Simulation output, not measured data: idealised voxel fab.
process module | voxel self aligned contacts
cross-section cut | 175 nm wide | cells 5 nm
A cross-section is a grid of square cells, given in bands from the top down. A band is one or more rows of cells.
Each band's line starts with the height of the band's top and of its bottom, in nm. Then come its materials from left to right, each with its width in nm. One material with "throughout" fills the band from edge to edge. "air" is empty space.
Height 0 is the level under which the wafer as received is all one material. The lowest band goes on downwards, as in "0 down".
A width such as "30 to 40" changes by the same amount from each row of cells to the next, from the band's top row to its bottom row.
"no change" after a step means that no cell of the cross-section changed.
closed voids: empty space of 8 cells or more with no open way to the top, each as width x height at its distance from the left edge, in nm
after a step's settings: what the simulator itself notes on the step
overlay nm, on a step with a mask: how far to the right of its planned place the mask lay; to the left if negative
plan
1 op RECEIVE | material Si
2 op CONFORMAL_DEP | material SiO2 | thk nm 5
3 op DIRECTIONAL_DEP | material polySi | thk nm 25
4 op DIRECTIONAL_DEP | material SiN | thk nm 25
5 op MASKED_ETCH | tone cover | mask id GATE | width nm 30 | pitch nm 65 | etch materials SiN | depth nm 25 | overlay nm 0
6 op MASKED_ETCH | tone cover | mask id GATE | width nm 30 | pitch nm 65 | etch materials polySi | depth nm 25 | overlay nm 0
7 op CONFORMAL_DEP | material SiN | thk nm 10
8 op DIRECTIONAL_ETCH | etch materials SiN | depth nm 10
9 op FILL_DEP | material SiO2 | thk nm 10
10 op CMP | height nm 60
11 op MASKED_ETCH | tone open | mask id CONTACT | width nm 45 | etch materials SiO2 | depth nm 60 | overlay nm 0
12 op CONFORMAL_DEP | material TiN | thk nm 5
13 op FILL_DEP | material W | thk nm 5
14 op CMP | height nm 60
15 op CONFORMAL_DEP | material SiN | thk nm 5
as received, after step 1
  0 down: Si throughout
  closed voids: none
a wafer at the end: this start, this plan, one mistake
  65 to 60: SiN throughout
  60 to 55: SiO2 65 | TiN 20 | W 5 | TiN 20 | SiO2 65
  55 to 35: SiO2 30 | SiN 10 | polySi 30 | SiN 10 | TiN 5 | W 5 | TiN 5 | SiN 10 | polySi 30 | SiN 10 | SiO2 30
  35 to 30: SiO2 30 | SiN 10 | polySi 30 | SiN 10 | TiN 15 | SiN 10 | polySi 30 | SiN 10 | SiO2 30
  30 to 5: SiN throughout
  5 to 0: SiO2 throughout
  0 down: Si throughout
  closed voids: none
what went wrong: steps 3 and 4 were swapped
